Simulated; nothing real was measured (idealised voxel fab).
Module name: voxel lift off (process module)
Square cells of 5 nm make up the cross-section cut, whose width is 285 nm.
Just so we're on the same page, the cross-sections are grids of square cells, and they're listed out in bands top to bottom, each band one or more rows deep.
The entry gives the band's vertical extent as a top height and a bottom height in nm, then its horizontal make-up as materials from left to right, each with a width in nm. "blank" stands for empty space; a single material marked "edge to edge" fills the band edge to edge.
Beneath 0, the wafer as received is one material, and that level is where height counting begins. The lowest band goes on downward without a bottom; it is written like "0 down".
Width: "30->40" (first number = top row, second number = bottom row, same change from row to row of cells).
For the purposes of this document, the phrase "nothing got changed" attached to a step denotes that no cell within the cross-section was modified by that step.
Basically, "Voids, fully enclosed" tells you about the enclosed voids: empty spaces with no open way to the top, 8 cells or bigger, each written width x height at distance, where distance is from the left edge, all in nm.
Anything after a step's settings on that line? It's the simulator's own note about the step.
"overlay nm" answers the question of how far to the right of plan the mask lay on a step that has a mask, and when it is negative the answer is to the left.
[So here's the lineup of process steps we planned]
1: op RECEIVE | material Si
2: op CONFORMAL_DEP | material SiO2 | thk nm 15
3: op PATTERN | tone open | mask id LINES | material resist | width nm 15 | pitch nm 40 | thk nm 15 | overlay nm 0
4: op DIRECTIONAL_DEP | material Ru | thk nm 5
5: op STRIP | etch materials resist
6: op CONFORMAL_DEP | material SiCN | thk nm 10
[as received, after step 1]
	0 down: Si edge to edge
	Voids, fully enclosed: none
[One mistake in running the module, otherwise start and plan as above: cross-section at the end]
	35 to 30: 60 blank / 165 SiCN / 60 blank
	30 to 20: SiCN edge to edge
	20 to 15: 75 SiCN / 15 Ru / 25 SiCN / 15 Ru / 25 SiCN / 15 Ru / 25 SiCN / 15 Ru / 75 SiCN
	15 to 0: SiO2 edge to edge
	0 down: Si edge to edge
	Voids, fully enclosed: none
Which mistake was made when the wafer was run? heads up, step 6 didn't go per plan, it actually ran as op CONFORMAL_DEP | material SiCN | thk nm 15
